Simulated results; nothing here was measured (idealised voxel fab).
process module | voxel spacer lines
cross-section cut | 275 nm wide | cells 5 nm
A cross-section is a grid of square cells, given in bands from the top down. A band is one or more rows of cells.
Each band's line starts with the height of the band's top and of its bottom, in nm. Then come its materials from left to right, each with its width in nm. One material with "throughout" fills the band from edge to edge. "air" is empty space.
Height 0 is the level under which the wafer as received is all one material. The lowest band goes on downwards, as in "0 down".
A width such as "30 to 40" changes by the same amount from each row of cells to the next, from the band's top row to its bottom row.
"no change" after a step means that no cell of the cross-section changed.
closed voids: empty space of 8 cells or more with no open way to the top, each as width x height at its distance from the left edge, in nm
after a step's settings: what the simulator itself notes on the step
overlay nm, on a step with a mask: how far to the right of its planned place the mask lay; to the left if negative
plan
1 op RECEIVE | material Si
2 op CONFORMAL_DEP | material Al2O3 | thk nm 5
3 op DIRECTIONAL_DEP | material SiN | thk nm 15
4 op DIRECTIONAL_DEP | material polySi | thk nm 20
5 op PATTERN | tone cover | mask id MANDREL | material resist | width nm 25 | pitch nm 70 | thk nm 25 | overlay nm 0
6 op DIRECTIONAL_ETCH | etch materials polySi | depth nm 20
7 op STRIP | etch materials resist
8 op CONFORMAL_DEP | material SiO2 | thk nm 10
9 op DIRECTIONAL_ETCH | etch materials SiO2 | depth nm 10
10 op STRIP | etch materials polySi
11 op DIRECTIONAL_ETCH | etch materials SiN | depth nm 15
12 op STRIP | etch materials SiO2
as received, after step 1
  0 down: Si throughout
  closed voids: none
a wafer at the end: this start, this plan, one mistake
  40 to 20: Al2O3 throughout
  20 to 5: SiN throughout
  5 to 0: Al2O3 throughout
  0 down: Si throughout
  closed voids: none
what went wrong: step 4 ran as: op DIRECTIONAL_DEP | material Al2O3 | thk nm 20
